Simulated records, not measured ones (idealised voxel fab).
Process module heading - voxel transistor to metal
It is cross-section cut that appears here, measuring 190 nm in width, its square cells being 5 nm in size.
For the purposes of this document, a cross-section shall be understood as a grid of square cells, specified as bands listed in top-to-bottom order, each band consisting of one or more rows of cells.
The band entry comprises the height of the band's top followed by the height of its bottom, expressed in nm, and subsequently the band's materials from left to right, each stated together with its width in nm. Where a single material is marked with the word "full width", that material fills the band from edge to edge. The word "blank" represents empty space.
Where do heights start? At 0: under that level the wafer as delivered is made of one material only. And the lowest band has no floor; it just carries on downward, as in "0 and below".
When a width is written as two numbers, as in "30 to 40", the first number is the width in the top row of cells of the band and the second is the width in its bottom row, and the width changes by the same amount from each row to the next.
What does "nothing changed" mean for a step? It means no cell of the cross-section changed in that step.
So "Sealed internal cavities" is basically the list of trapped voids: any empty space of 8 cells or more that can't reach the top through an opening. They're written width x height at distance, the distance being from the left edge, and it's all nm.
On a step's line, text after the settings is the simulator commenting on that step.
overlay nm: where the mask lay relative to plan, measured to the right, on steps with a mask; negatives go left.
So here's the lineup of process steps we planned
| 1 | RECEIVE | material Si |
| 2 | OXIDIZE | depth nm 5 |
| 3 | CONFORMAL_DEP | material SiN | thk nm 15 |
| 4 | PATTERN | tone cover | mask id ACTIVE | material resist | width nm 115 | thk nm 20 | overlay nm 0 |
| 5 | DIRECTIONAL_ETCH | etch materials SiN | depth nm 15 |
| 6 | DIRECTIONAL_ETCH | etch materials SiO2 | depth nm 5 |
| 7 | DIRECTIONAL_ETCH | etch materials Si | depth nm 30 |
| 8 | STRIP | etch materials resist |
| 9 | FILL_DEP | material SiO2 | thk nm 10 |
| 10 | CMP | height nm 15 |
| 11 | SELECTIVE_ETCH | etch materials SiO2 | depth nm 15 |
| 12 | STRIP | etch materials SiN |
| 13 | SELECTIVE_ETCH | etch materials SiO2 | depth nm 5 |
| 14 | OXIDIZE | depth nm 5 |
| 15 | DIRECTIONAL_DEP | material polySi | thk nm 25 |
| 16 | DIRECTIONAL_DEP | material SiCN | thk nm 10 |
| 17 | MASKED_ETCH | tone cover | mask id GATE | width nm 25 | etch materials SiCN | depth nm 20 | overlay nm 0 |
| 18 | MASKED_ETCH | tone cover | mask id GATE | width nm 25 | etch materials polySi | depth nm 35 | overlay nm 0 |
| 19 | CONFORMAL_DEP | material SiO2 | thk nm 5 |
| 20 | DIRECTIONAL_ETCH | etch materials SiO2 | depth nm 5 |
| 21 | CONFORMAL_DEP | material SiN | thk nm 10 |
| 22 | DIRECTIONAL_ETCH | etch materials SiN | depth nm 10 |
| 23 | DIRECTIONAL_ETCH | etch materials SiO2 | depth nm 5 |
| 24 | EPI | material pSi | thk nm 5 |
| 25 | FILL_DEP | material SiO2 | thk nm 10 |
| 26 | CMP | height nm 20 |
| 27 | STRIP | etch materials polySi |
| 28 | SELECTIVE_ETCH | etch materials SiO2 | depth nm 5 |
| 29 | CONFORMAL_DEP | material HfO2 | thk nm 5 |
| 30 | CONFORMAL_DEP | material TiN | thk nm 5 |
| 31 | FILL_DEP | material W | thk nm 10 |
| 32 | CMP | height nm 15 |
| 33 | DIRECTIONAL_DEP | material SiO2 | thk nm 15 |
| 34 | PATTERN | tone open | mask id CONTACT | material resist | width nm 15 | pitch nm 80 | thk nm 15 | overlay nm 0 |
| 35 | DIRECTIONAL_ETCH | etch materials SiO2 | depth nm 35 |
| 36 | STRIP | etch materials resist |
| 37 | CONFORMAL_DEP | material TiN | thk nm 5 |
| 38 | FILL_DEP | material Ru | thk nm 10 |
| 39 | CMP | height nm 30 |
| 40 | DIRECTIONAL_DEP | material TiN | thk nm 5 |
| 41 | DIRECTIONAL_DEP | material W | thk nm 15 |
| 42 | MASKED_ETCH | tone cover | mask id METAL_1 | width nm 15 | pitch nm 80 | etch materials W | depth nm 15 | overlay nm 0 |
| 43 | MASKED_ETCH | tone cover | mask id METAL_1 | width nm 15 | pitch nm 80 | etch materials TiN | depth nm 5 | overlay nm 0 |
| 44 | CONFORMAL_DEP | material SiCN | thk nm 5 |
| 45 | FILL_DEP | material lowk | thk nm 5 |
| 46 | CMP | height nm 50 |
| 47 | CONFORMAL_DEP | material SiCN | thk nm 5 |
| 48 | DIRECTIONAL_DEP | material SiO2 | thk nm 30 |
| 49 | DIRECTIONAL_DEP | material aC | thk nm 15 |
| 50 | PATTERN | tone open | mask id METAL_2 | material resist | width nm 15 | pitch nm 80 | thk nm 30 | overlay nm 0 |
| 51 | DIRECTIONAL_ETCH | etch materials aC | depth nm 15 |
| 52 | STRIP | etch materials resist |
| 53 | DIRECTIONAL_ETCH | etch materials SiO2 | depth nm 15 |
| 54 | STRIP | etch materials aC |
| 55 | PATTERN | tone open | mask id METAL_2_HOLES | material resist | width nm 15 | pitch nm 80 | thk nm 15 | overlay nm 0 |
| 56 | DIRECTIONAL_ETCH | etch materials SiO2 | depth nm 15 |
| 57 | DIRECTIONAL_ETCH | etch materials SiCN | depth nm 5 |
| 58 | STRIP | etch materials resist |
| 59 | CONFORMAL_DEP | material TiN | thk nm 5 |
| 60 | FILL_DEP | material Cu | thk nm 5 |
| 61 | CMP | height nm 85 |
| 62 | CONFORMAL_DEP | material SiN | thk nm 5 |
Wafer, first of two, run as planned
Cross-section of the wafer upon arrival, representing the state reached after step 1
- 0 and below | Si full width
- Sealed internal cavities: none
Wafer after step 2 (cross-section)
- 0 down to -5 | SiO2 full width
- Everything below -5 is unchanged.
Wafer after step 3 (cross-section)
- 15 down to 0 | SiN full width
- Everything below 0 is unchanged.
Wafer after step 4 (cross-section)
- 35 down to 15 | blank: 35, resist: 115, blank: 40
- Everything below 15 is unchanged.
Wafer after step 5 (cross-section)
- 35 down to 15 | blank: 35, resist: 115, blank: 40
- 15 down to 0 | blank: 35, SiN: 115, blank: 40
- Everything below 0 is unchanged.
Wafer after step 6 (cross-section)
- 35 down to 15 | blank: 35, resist: 115, blank: 40
- 15 down to 0 | blank: 35, SiN: 115, blank: 40
- 0 down to -5 | blank: 35, SiO2: 115, blank: 40
- Everything below -5 is unchanged.
Wafer after step 7 (cross-section)
- 35 down to 15 | blank: 35, resist: 115, blank: 40
- 15 down to 0 | blank: 35, SiN: 115, blank: 40
- 0 down to -5 | blank: 35, SiO2: 115, blank: 40
- -5 down to -35 | blank: 35, Si: 115, blank: 40
- Everything below -35 is unchanged.
Wafer after step 8 (cross-section)
- 15 down to 0 | blank: 35, SiN: 115, blank: 40
- Everything below 0 is unchanged.
Wafer after step 9 (cross-section)
- 25 down to 15 | SiO2 full width
- 15 down to 0 | SiO2: 35, SiN: 115, SiO2: 40
- 0 down to -5 | SiO2 full width
- -5 down to -35 | SiO2: 35, Si: 115, SiO2: 40
- Everything below -35 is unchanged.
Wafer after step 10 (cross-section)
- 15 down to 0 | SiO2: 35, SiN: 115, SiO2: 40
- Everything below 0 is unchanged.
Wafer after step 11 (cross-section)
- 15 down to 0 | blank: 35, SiN: 115, blank: 40
- Everything below 0 is unchanged.
Wafer after step 12 (cross-section)
- 0 down to -5 | SiO2 full width
- Everything below -5 is unchanged.
Wafer after step 13 (cross-section)
- -5 down to -35 | SiO2: 35, Si: 115, SiO2: 40
- Everything below -35 is unchanged.
Wafer after step 14 (cross-section)
- -5 down to -10 | SiO2 full width
- Everything below -10 is unchanged.
Wafer after step 15 (cross-section)
- 20 down to -5 | polySi full width
- Everything below -5 is unchanged.
Wafer after step 16 (cross-section)
- 30 down to 20 | SiCN full width
- Everything below 20 is unchanged.
Wafer after step 17 (cross-section)
- 30 down to 20 | blank: 80, SiCN: 25, blank: 85
- Everything below 20 is unchanged.
Wafer after step 18 (cross-section)
- 30 down to 20 | blank: 80, SiCN: 25, blank: 85
- 20 down to -5 | blank: 80, polySi: 25, blank: 85
- Everything below -5 is unchanged.
Wafer after step 19 (cross-section)
- 35 down to 30 | blank: 75, SiO2: 35, blank: 80
- 30 down to 20 | blank: 75, SiO2: 5, SiCN: 25, SiO2: 5, blank: 80
- 20 down to 0 | blank: 75, SiO2: 5, polySi: 25, SiO2: 5, blank: 80
- 0 down to -5 | SiO2: 80, polySi: 25, SiO2: 85
- Everything below -5 is unchanged.
Wafer after step 20 (cross-section)
- 30 down to 20 | blank: 75, SiO2: 5, SiCN: 25, SiO2: 5, blank: 80
- 20 down to -5 | blank: 75, SiO2: 5, polySi: 25, SiO2: 5, blank: 80
- Everything below -5 is unchanged.
Wafer after step 21 (cross-section)
- 40 down to 30 | blank: 65, SiN: 55, blank: 70
- 30 down to 20 | blank: 65, SiN: 10, SiO2: 5, SiCN: 25, SiO2: 5, SiN: 10, blank: 70
- 20 down to 5 | blank: 65, SiN: 10, SiO2: 5, polySi: 25, SiO2: 5, SiN: 10, blank: 70
- 5 down to -5 | SiN: 75, SiO2: 5, polySi: 25, SiO2: 5, SiN: 80
- Everything below -5 is unchanged.
Wafer after step 22 (cross-section)
- 30 down to 20 | blank: 65, SiN: 10, SiO2: 5, SiCN: 25, SiO2: 5, SiN: 10, blank: 70
- 20 down to -5 | blank: 65, SiN: 10, SiO2: 5, polySi: 25, SiO2: 5, SiN: 10, blank: 70
- Everything below -5 is unchanged.
Wafer after step 23 (cross-section)
- 30 down to 25 | blank: 65, SiN: 10, blank: 5, SiCN: 25, blank: 5, SiN: 10, blank: 70
- 25 down to 20 | blank: 65, SiN: 10, SiO2: 5, SiCN: 25, SiO2: 5, SiN: 10, blank: 70
- 20 down to -5 | blank: 65, SiN: 10, SiO2: 5, polySi: 25, SiO2: 5, SiN: 10, blank: 70
- -5 down to -10 | blank: 65, SiO2: 55, blank: 70
- Everything below -10 is unchanged.
Wafer after step 24 (cross-section)
- 30 down to 25 | blank: 65, SiN: 10, blank: 5, SiCN: 25, blank: 5, SiN: 10, blank: 70
- 25 down to 20 | blank: 65, SiN: 10, SiO2: 5, SiCN: 25, SiO2: 5, SiN: 10, blank: 70
- 20 down to -5 | blank: 65, SiN: 10, SiO2: 5, polySi: 25, SiO2: 5, SiN: 10, blank: 70
- -5 down to -10 | blank: 30, pSi: 35, SiO2: 55, pSi: 35, blank: 35
- Everything below -10 is unchanged.
Wafer after step 25 (cross-section)
- 40 down to 30 | SiO2 full width
- 30 down to 20 | SiO2: 65, SiN: 10, SiO2: 5, SiCN: 25, SiO2: 5, SiN: 10, SiO2: 70
- 20 down to -5 | SiO2: 65, SiN: 10, SiO2: 5, polySi: 25, SiO2: 5, SiN: 10, SiO2: 70
- -5 down to -10 | SiO2: 30, pSi: 35, SiO2: 55, pSi: 35, SiO2: 35
- Everything below -10 is unchanged.
Wafer after step 26 (cross-section)
- 20 down to -5 | SiO2: 65, SiN: 10, SiO2: 5, polySi: 25, SiO2: 5, SiN: 10, SiO2: 70
- Everything below -5 is unchanged.
Wafer after step 27 (cross-section)
- 20 down to -5 | SiO2: 65, SiN: 10, SiO2: 5, blank: 25, SiO2: 5, SiN: 10, SiO2: 70
- Everything below -5 is unchanged.
Wafer after step 28 (cross-section)
- 20 down to 15 | blank: 65, SiN: 10, blank: 35, SiN: 10, blank: 70
- 15 down to -5 | SiO2: 65, SiN: 10, blank: 35, SiN: 10, SiO2: 70
- -5 down to -10 | SiO2: 30, pSi: 35, SiO2: 10, blank: 35, SiO2: 10, pSi: 35, SiO2: 35
- Everything below -10 is unchanged.
Wafer after step 29 (cross-section)
- 25 down to 20 | blank: 60, HfO2: 20, blank: 25, HfO2: 20, blank: 65
- 20 down to 15 | HfO2: 65, SiN: 10, HfO2: 5, blank: 25, HfO2: 5, SiN: 10, HfO2: 70
- 15 down to -5 | SiO2: 65, SiN: 10, HfO2: 5, blank: 25, HfO2: 5, SiN: 10, SiO2: 70
- -5 down to -10 | SiO2: 30, pSi: 35, SiO2: 10, HfO2: 35, SiO2: 10, pSi: 35, SiO2: 35
- Everything below -10 is unchanged.
Wafer after step 30 (cross-section)
- 30 down to 25 | blank: 55, TiN: 30, blank: 15, TiN: 30, blank: 60
- 25 down to 20 | TiN: 60, HfO2: 20, TiN: 5, blank: 15, TiN: 5, HfO2: 20, TiN: 65
- 20 down to 15 | HfO2: 65, SiN: 10, HfO2: 5, TiN: 5, blank: 15, TiN: 5, HfO2: 5, SiN: 10, HfO2: 70
- 15 down to 0 | SiO2: 65, SiN: 10, HfO2: 5, TiN: 5, blank: 15, TiN: 5, HfO2: 5, SiN: 10, SiO2: 70
- 0 down to -5 | SiO2: 65, SiN: 10, HfO2: 5, TiN: 25, HfO2: 5, SiN: 10, SiO2: 70
- Everything below -5 is unchanged.
Wafer after step 31 (cross-section)
- 40 down to 30 | W full width
- 30 down to 25 | W: 55, TiN: 30, W: 15, TiN: 30, W: 60
- 25 down to 20 | TiN: 60, HfO2: 20, TiN: 5, W: 15, TiN: 5, HfO2: 20, TiN: 65
- 20 down to 15 | HfO2: 65, SiN: 10, HfO2: 5, TiN: 5, W: 15, TiN: 5, HfO2: 5, SiN: 10, HfO2: 70
- 15 down to 0 | SiO2: 65, SiN: 10, HfO2: 5, TiN: 5, W: 15, TiN: 5, HfO2: 5, SiN: 10, SiO2: 70
- Everything below 0 is unchanged.
Wafer after step 32 (cross-section)
- 15 down to 0 | SiO2: 65, SiN: 10, HfO2: 5, TiN: 5, W: 15, TiN: 5, HfO2: 5, SiN: 10, SiO2: 70
- Everything below 0 is unchanged.
Wafer after step 33 (cross-section)
- 30 down to 15 | SiO2 full width
- Everything below 15 is unchanged.
Wafer after step 34 (cross-section)
- 45 down to 30 | resist: 45, blank: 15, resist: 65, blank: 15, resist: 50
- Everything below 30 is unchanged.
Wafer after step 35 (cross-section)
- 45 down to 30 | resist: 45, blank: 15, resist: 65, blank: 15, resist: 50
- 30 down to 15 | SiO2: 45, blank: 15, SiO2: 65, blank: 15, SiO2: 50
- 15 down to 0 | SiO2: 45, blank: 15, SiO2: 5, SiN: 10, HfO2: 5, TiN: 5, W: 15, TiN: 5, HfO2: 5, SiN: 10, SiO2: 5, blank: 15, SiO2: 50
- 0 down to -5 | SiO2: 45, blank: 15, SiO2: 5, SiN: 10, HfO2: 5, TiN: 25, HfO2: 5, SiN: 10, SiO2: 5, blank: 15, SiO2: 50
- Everything below -5 is unchanged.
Wafer after step 36 (cross-section)
- 30 down to 15 | SiO2: 45, blank: 15, SiO2: 65, blank: 15, SiO2: 50
- Everything below 15 is unchanged.
Wafer after step 37 (cross-section)
- 35 down to 30 | TiN: 50, blank: 5, TiN: 75, blank: 5, TiN: 55
- 30 down to 15 | SiO2: 45, TiN: 5, blank: 5, TiN: 5, SiO2: 65, TiN: 5, blank: 5, TiN: 5, SiO2: 50
- 15 down to 0 | SiO2: 45, TiN: 5, blank: 5, TiN: 5, SiO2: 5, SiN: 10, HfO2: 5, TiN: 5, W: 15, TiN: 5, HfO2: 5, SiN: 10, SiO2: 5, TiN: 5, blank: 5, TiN: 5, SiO2: 50
- 0 down to -5 | SiO2: 45, TiN: 15, SiO2: 5, SiN: 10, HfO2: 5, TiN: 25, HfO2: 5, SiN: 10, SiO2: 5, TiN: 15, SiO2: 50
- Everything below -5 is unchanged.
Wafer after step 38 (cross-section)
- 45 down to 35 | Ru full width
- 35 down to 30 | TiN: 50, Ru: 5, TiN: 75, Ru: 5, TiN: 55
- 30 down to 15 | SiO2: 45, TiN: 5, Ru: 5, TiN: 5, SiO2: 65, TiN: 5, Ru: 5, TiN: 5, SiO2: 50
- 15 down to 0 | SiO2: 45, TiN: 5, Ru: 5, TiN: 5, SiO2: 5, SiN: 10, HfO2: 5, TiN: 5, W: 15, TiN: 5, HfO2: 5, SiN: 10, SiO2: 5, TiN: 5, Ru: 5, TiN: 5, SiO2: 50
- Everything below 0 is unchanged.
Wafer after step 39 (cross-section)
- 30 down to 15 | SiO2: 45, TiN: 5, Ru: 5, TiN: 5, SiO2: 65, TiN: 5, Ru: 5, TiN: 5, SiO2: 50
- Everything below 15 is unchanged.
Wafer after step 40 (cross-section)
- 35 down to 30 | TiN full width
- Everything below 30 is unchanged.
Wafer after step 41 (cross-section)
- 50 down to 35 | W full width
- Everything below 35 is unchanged.
Wafer after step 42 (cross-section)
- 50 down to 35 | blank: 45, W: 15, blank: 65, W: 15, blank: 50
- Everything below 35 is unchanged.
Wafer after step 43 (cross-section)
- 50 down to 35 | blank: 45, W: 15, blank: 65, W: 15, blank: 50
- 35 down to 30 | blank: 45, TiN: 15, blank: 65, TiN: 15, blank: 50
- Everything below 30 is unchanged.
Wafer after step 44 (cross-section)
- 55 down to 50 | blank: 40, SiCN: 25, blank: 55, SiCN: 25, blank: 45
- 50 down to 35 | blank: 40, SiCN: 5, W: 15, SiCN: 5, blank: 55, SiCN: 5, W: 15, SiCN: 5, blank: 45
- 35 down to 30 | SiCN: 45, TiN: 15, SiCN: 65, TiN: 15, SiCN: 50
- Everything below 30 is unchanged.
Wafer after step 45 (cross-section)
- 60 down to 55 | lowk full width
- 55 down to 50 | lowk: 40, SiCN: 25, lowk: 55, SiCN: 25, lowk: 45
- 50 down to 35 | lowk: 40, SiCN: 5, W: 15, SiCN: 5, lowk: 55, SiCN: 5, W: 15, SiCN: 5, lowk: 45
- Everything below 35 is unchanged.
Wafer after step 46 (cross-section)
- 50 down to 35 | lowk: 40, SiCN: 5, W: 15, SiCN: 5, lowk: 55, SiCN: 5, W: 15, SiCN: 5, lowk: 45
- Everything below 35 is unchanged.
Wafer after step 47 (cross-section)
- 55 down to 50 | SiCN full width
- Everything below 50 is unchanged.
Wafer after step 48 (cross-section)
- 85 down to 55 | SiO2 full width
- Everything below 55 is unchanged.
Wafer after step 49 (cross-section)
- 100 down to 85 | aC full width
- Everything below 85 is unchanged.
Wafer after step 50 (cross-section)
- 130 down to 100 | resist: 45, blank: 15, resist: 65, blank: 15, resist: 50
- Everything below 100 is unchanged.
Wafer after step 51 (cross-section)
- 115 down to 100 | resist: 45, blank: 15, resist: 65, blank: 15, resist: 50
- 100 down to 85 | aC: 45, blank: 15, aC: 65, blank: 15, aC: 50
- Everything below 85 is unchanged.
Wafer after step 52 (cross-section)
- 100 down to 85 | aC: 45, blank: 15, aC: 65, blank: 15, aC: 50
- Everything below 85 is unchanged.
Wafer after step 53 (cross-section)
- 100 down to 85 | aC: 45, blank: 15, aC: 65, blank: 15, aC: 50
- 85 down to 70 | SiO2: 45, blank: 15, SiO2: 65, blank: 15, SiO2: 50
- Everything below 70 is unchanged.
Wafer after step 54 (cross-section)
- 85 down to 70 | SiO2: 45, blank: 15, SiO2: 65, blank: 15, SiO2: 50
- Everything below 70 is unchanged.
Wafer after step 55 (cross-section)
- 100 down to 85 | resist: 45, blank: 15, resist: 65, blank: 15, resist: 50
- Everything below 85 is unchanged.
Wafer after step 56 (cross-section)
- 100 down to 85 | resist: 45, blank: 15, resist: 65, blank: 15, resist: 50
- 85 down to 55 | SiO2: 45, blank: 15, SiO2: 65, blank: 15, SiO2: 50
- Everything below 55 is unchanged.
Wafer after step 57 (cross-section)
- 100 down to 85 | resist: 45, blank: 15, resist: 65, blank: 15, resist: 50
- 85 down to 55 | SiO2: 45, blank: 15, SiO2: 65, blank: 15, SiO2: 50
- 55 down to 50 | SiCN: 45, blank: 15, SiCN: 65, blank: 15, SiCN: 50
- Everything below 50 is unchanged.
Wafer after step 58 (cross-section)
- 85 down to 55 | SiO2: 45, blank: 15, SiO2: 65, blank: 15, SiO2: 50
- Everything below 55 is unchanged.
Wafer after step 59 (cross-section)
- 90 down to 85 | TiN: 50, blank: 5, TiN: 75, blank: 5, TiN: 55
- 85 down to 55 | SiO2: 45, TiN: 5, blank: 5, TiN: 5, SiO2: 65, TiN: 5, blank: 5, TiN: 5, SiO2: 50
- 55 down to 50 | SiCN: 45, TiN: 15, SiCN: 65, TiN: 15, SiCN: 50
- Everything below 50 is unchanged.
Wafer after step 60 (cross-section)
- 95 down to 90 | Cu full width
- 90 down to 85 | TiN: 50, Cu: 5, TiN: 75, Cu: 5, TiN: 55
- 85 down to 55 | SiO2: 45, TiN: 5, Cu: 5, TiN: 5, SiO2: 65, TiN: 5, Cu: 5, TiN: 5, SiO2: 50
- Everything below 55 is unchanged.
Wafer after step 61 (cross-section)
- 85 down to 55 | SiO2: 45, TiN: 5, Cu: 5, TiN: 5, SiO2: 65, TiN: 5, Cu: 5, TiN: 5, SiO2: 50
- Everything below 55 is unchanged.
Wafer after step 62 (cross-section)
- 90 down to 85 | SiN full width
- Everything below 85 is unchanged.
Second wafer. Start and plan as for the first. One mistake made in running. Agrees with the first up to and including step 31
Cross-section of the second wafer corresponding to the planned conclusion of step 32
- 10 down to 0 | SiO2: 65, SiN: 10, HfO2: 5, TiN: 5, W: 15, TiN: 5, HfO2: 5, SiN: 10, SiO2: 70
- Everything below 0 is unchanged.
Cross-section of the second wafer corresponding to the planned conclusion of step 33
- 25 down to 10 | SiO2 full width
- Everything below 10 is unchanged.
Cross-section of the second wafer corresponding to the planned conclusion of step 34
- 40 down to 25 | resist: 45, blank: 15, resist: 65, blank: 15, resist: 50
- Everything below 25 is unchanged.
Cross-section of the second wafer corresponding to the planned conclusion of step 35
- 40 down to 25 | resist: 45, blank: 15, resist: 65, blank: 15, resist: 50
- 25 down to 10 | SiO2: 45, blank: 15, SiO2: 65, blank: 15, SiO2: 50
- 10 down to 0 | SiO2: 45, blank: 15, SiO2: 5, SiN: 10, HfO2: 5, TiN: 5, W: 15, TiN: 5, HfO2: 5, SiN: 10, SiO2: 5, blank: 15, SiO2: 50
- 0 down to -5 | SiO2: 45, blank: 15, SiO2: 5, SiN: 10, HfO2: 5, TiN: 25, HfO2: 5, SiN: 10, SiO2: 5, blank: 15, SiO2: 50
- Everything below -5 is unchanged.
Cross-section of the second wafer corresponding to the planned conclusion of step 36
- 25 down to 10 | SiO2: 45, blank: 15, SiO2: 65, blank: 15, SiO2: 50
- Everything below 10 is unchanged.
Cross-section of the second wafer corresponding to the planned conclusion of step 37
- 30 down to 25 | TiN: 50, blank: 5, TiN: 75, blank: 5, TiN: 55
- 25 down to 10 | SiO2: 45, TiN: 5, blank: 5, TiN: 5, SiO2: 65, TiN: 5, blank: 5, TiN: 5, SiO2: 50
- 10 down to 0 | SiO2: 45, TiN: 5, blank: 5, TiN: 5, SiO2: 5, SiN: 10, HfO2: 5, TiN: 5, W: 15, TiN: 5, HfO2: 5, SiN: 10, SiO2: 5, TiN: 5, blank: 5, TiN: 5, SiO2: 50
- 0 down to -5 | SiO2: 45, TiN: 15, SiO2: 5, SiN: 10, HfO2: 5, TiN: 25, HfO2: 5, SiN: 10, SiO2: 5, TiN: 15, SiO2: 50
- Everything below -5 is unchanged.
Cross-section of the second wafer corresponding to the planned conclusion of step 38
- 40 down to 30 | Ru full width
- 30 down to 25 | TiN: 50, Ru: 5, TiN: 75, Ru: 5, TiN: 55
- 25 down to 10 | SiO2: 45, TiN: 5, Ru: 5, TiN: 5, SiO2: 65, TiN: 5, Ru: 5, TiN: 5, SiO2: 50
- 10 down to 0 | SiO2: 45, TiN: 5, Ru: 5, TiN: 5, SiO2: 5, SiN: 10, HfO2: 5, TiN: 5, W: 15, TiN: 5, HfO2: 5, SiN: 10, SiO2: 5, TiN: 5, Ru: 5, TiN: 5, SiO2: 50
- Everything below 0 is unchanged.
Cross-section of the second wafer corresponding to the planned conclusion of step 39
- 30 down to 25 | TiN: 50, Ru: 5, TiN: 75, Ru: 5, TiN: 55
- Everything below 25 is unchanged.
Cross-section of the second wafer corresponding to the planned conclusion of step 40
- 35 down to 30 | TiN full width
- Everything below 30 is unchanged.
Cross-section of the second wafer corresponding to the planned conclusion of step 41
- 50 down to 35 | W full width
- Everything below 35 is unchanged.
Cross-section of the second wafer corresponding to the planned conclusion of step 42
- 50 down to 35 | blank: 45, W: 15, blank: 65, W: 15, blank: 50
- Everything below 35 is unchanged.
Cross-section of the second wafer corresponding to the planned conclusion of step 43
- 50 down to 35 | blank: 45, W: 15, blank: 65, W: 15, blank: 50
- 35 down to 30 | blank: 45, TiN: 15, blank: 65, TiN: 15, blank: 50
- Everything below 30 is unchanged.
Cross-section of the second wafer corresponding to the planned conclusion of step 44
- 55 down to 50 | blank: 40, SiCN: 25, blank: 55, SiCN: 25, blank: 45
- 50 down to 35 | blank: 40, SiCN: 5, W: 15, SiCN: 5, blank: 55, SiCN: 5, W: 15, SiCN: 5, blank: 45
- 35 down to 30 | SiCN: 45, TiN: 15, SiCN: 65, TiN: 15, SiCN: 50
- Everything below 30 is unchanged.
Cross-section of the second wafer corresponding to the planned conclusion of step 45
- 60 down to 55 | lowk full width
- 55 down to 50 | lowk: 40, SiCN: 25, lowk: 55, SiCN: 25, lowk: 45
- 50 down to 35 | lowk: 40, SiCN: 5, W: 15, SiCN: 5, lowk: 55, SiCN: 5, W: 15, SiCN: 5, lowk: 45
- Everything below 35 is unchanged.
Cross-section of the second wafer corresponding to the planned conclusion of step 46
- 50 down to 35 | lowk: 40, SiCN: 5, W: 15, SiCN: 5, lowk: 55, SiCN: 5, W: 15, SiCN: 5, lowk: 45
- Everything below 35 is unchanged.
Cross-section of the second wafer corresponding to the planned conclusion of step 47
- 55 down to 50 | SiCN full width
- Everything below 50 is unchanged.
Cross-section of the second wafer corresponding to the planned conclusion of step 48
- 85 down to 55 | SiO2 full width
- Everything below 55 is unchanged.
Cross-section of the second wafer corresponding to the planned conclusion of step 49
- 100 down to 85 | aC full width
- Everything below 85 is unchanged.
Cross-section of the second wafer corresponding to the planned conclusion of step 50
- 130 down to 100 | resist: 45, blank: 15, resist: 65, blank: 15, resist: 50
- Everything below 100 is unchanged.
Cross-section of the second wafer corresponding to the planned conclusion of step 51
- 115 down to 100 | resist: 45, blank: 15, resist: 65, blank: 15, resist: 50
- 100 down to 85 | aC: 45, blank: 15, aC: 65, blank: 15, aC: 50
- Everything below 85 is unchanged.
Cross-section of the second wafer corresponding to the planned conclusion of step 52
- 100 down to 85 | aC: 45, blank: 15, aC: 65, blank: 15, aC: 50
- Everything below 85 is unchanged.
Cross-section of the second wafer corresponding to the planned conclusion of step 53
- 100 down to 85 | aC: 45, blank: 15, aC: 65, blank: 15, aC: 50
- 85 down to 70 | SiO2: 45, blank: 15, SiO2: 65, blank: 15, SiO2: 50
- Everything below 70 is unchanged.
Cross-section of the second wafer corresponding to the planned conclusion of step 54
- 85 down to 70 | SiO2: 45, blank: 15, SiO2: 65, blank: 15, SiO2: 50
- Everything below 70 is unchanged.
Cross-section of the second wafer corresponding to the planned conclusion of step 55
- 100 down to 85 | resist: 45, blank: 15, resist: 65, blank: 15, resist: 50
- Everything below 85 is unchanged.
Cross-section of the second wafer corresponding to the planned conclusion of step 56
- 100 down to 85 | resist: 45, blank: 15, resist: 65, blank: 15, resist: 50
- 85 down to 55 | SiO2: 45, blank: 15, SiO2: 65, blank: 15, SiO2: 50
- Everything below 55 is unchanged.
Cross-section of the second wafer corresponding to the planned conclusion of step 57
- 100 down to 85 | resist: 45, blank: 15, resist: 65, blank: 15, resist: 50
- 85 down to 55 | SiO2: 45, blank: 15, SiO2: 65, blank: 15, SiO2: 50
- 55 down to 50 | SiCN: 45, blank: 15, SiCN: 65, blank: 15, SiCN: 50
- Everything below 50 is unchanged.
Cross-section of the second wafer corresponding to the planned conclusion of step 58
- 85 down to 55 | SiO2: 45, blank: 15, SiO2: 65, blank: 15, SiO2: 50
- Everything below 55 is unchanged.
Cross-section of the second wafer corresponding to the planned conclusion of step 59
- 90 down to 85 | TiN: 50, blank: 5, TiN: 75, blank: 5, TiN: 55
- 85 down to 55 | SiO2: 45, TiN: 5, blank: 5, TiN: 5, SiO2: 65, TiN: 5, blank: 5, TiN: 5, SiO2: 50
- 55 down to 50 | SiCN: 45, TiN: 15, SiCN: 65, TiN: 15, SiCN: 50
- Everything below 50 is unchanged.
Cross-section of the second wafer corresponding to the planned conclusion of step 60
- 95 down to 90 | Cu full width
- 90 down to 85 | TiN: 50, Cu: 5, TiN: 75, Cu: 5, TiN: 55
- 85 down to 55 | SiO2: 45, TiN: 5, Cu: 5, TiN: 5, SiO2: 65, TiN: 5, Cu: 5, TiN: 5, SiO2: 50
- Everything below 55 is unchanged.
Cross-section of the second wafer corresponding to the planned conclusion of step 61
- 85 down to 55 | SiO2: 45, TiN: 5, Cu: 5, TiN: 5, SiO2: 65, TiN: 5, Cu: 5, TiN: 5, SiO2: 50
- Everything below 55 is unchanged.
Cross-section of the second wafer corresponding to the planned conclusion of step 62
- 90 down to 85 | SiN full width
- Everything below 85 is unchanged.
So what did we get wrong on this run? off-plan run, step 32, actual operation and settings CMP | height nm 10
FYI, end of process, the second wafer has more or fewer cells of some materials than the first: HfO2 -2; SiN -4; SiO2 -21; TiN +30; W -3
